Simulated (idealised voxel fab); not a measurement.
process module | voxel self aligned contacts
cross-section cut | 185 nm wide | cells 5 nm
A cross-section is a grid of square cells, given in bands from the top down. A band is one or more rows of cells.
Each band's line starts with the height of the band's top and of its bottom, in nm. Then come its materials from left to right, each with its width in nm. One material with "throughout" fills the band from edge to edge. "air" is empty space.
Height 0 is the level under which the wafer as received is all one material. The lowest band goes on downwards, as in "0 down".
A width such as "30 to 40" changes by the same amount from each row of cells to the next, from the band's top row to its bottom row.
"no change" after a step means that no cell of the cross-section changed.
closed voids: empty space of 8 cells or more with no open way to the top, each as width x height at its distance from the left edge, in nm
after a step's settings: what the simulator itself notes on the step
overlay nm, on a step with a mask: how far to the right of its planned place the mask lay; to the left if negative
plan
1 op RECEIVE | material Si
2 op CONFORMAL_DEP | material SiO2 | thk nm 5
3 op DIRECTIONAL_DEP | material polySi | thk nm 20
4 op DIRECTIONAL_DEP | material SiN | thk nm 20
5 op PATTERN | tone cover | mask id GATE | material resist | width nm 25 | pitch nm 60 | thk nm 15 | overlay nm 0
6 op DIRECTIONAL_ETCH | etch materials SiN | depth nm 20
7 op DIRECTIONAL_ETCH | etch materials polySi | depth nm 20
8 op STRIP | etch materials resist
9 op CONFORMAL_DEP | material SiN | thk nm 5
10 op DIRECTIONAL_ETCH | etch materials SiN | depth nm 5
11 op FILL_DEP | material SiO2 | thk nm 15
12 op CMP | height nm 50
13 op PATTERN | tone open | mask id CONTACT | material resist | width nm 45 | thk nm 15 | overlay nm 0
14 op DIRECTIONAL_ETCH | etch materials SiO2 | depth nm 50
15 op STRIP | etch materials resist
16 op CONFORMAL_DEP | material TiN | thk nm 5
17 op FILL_DEP | material Ru | thk nm 5
18 op CMP | height nm 50
19 op CONFORMAL_DEP | material SiN | thk nm 5
as received, after step 1
  0 down: Si throughout
  closed voids: none
a wafer at the end: this start, this plan, one mistake
  55 to 50: SiN throughout
  50 to 35: SiO2 45 | SiN 35 | TiN 5 | Ru 15 | TiN 5 | SiN 35 | SiO2 45
  35 to 20: SiO2 45 | SiN 5 | polySi 25 | SiN 5 | TiN 5 | Ru 15 | TiN 5 | SiN 5 | polySi 25 | SiN 5 | SiO2 45
  20 to 15: SiO2 45 | SiN 5 | polySi 25 | SiN 5 | TiN 25 | SiN 5 | polySi 25 | SiN 5 | SiO2 45
  15 to 5: polySi throughout
  5 to 0: SiO2 throughout
  0 down: Si throughout
  closed voids: none
what went wrong: step 3 ran as: op DIRECTIONAL_DEP | material polySi | thk nm 30
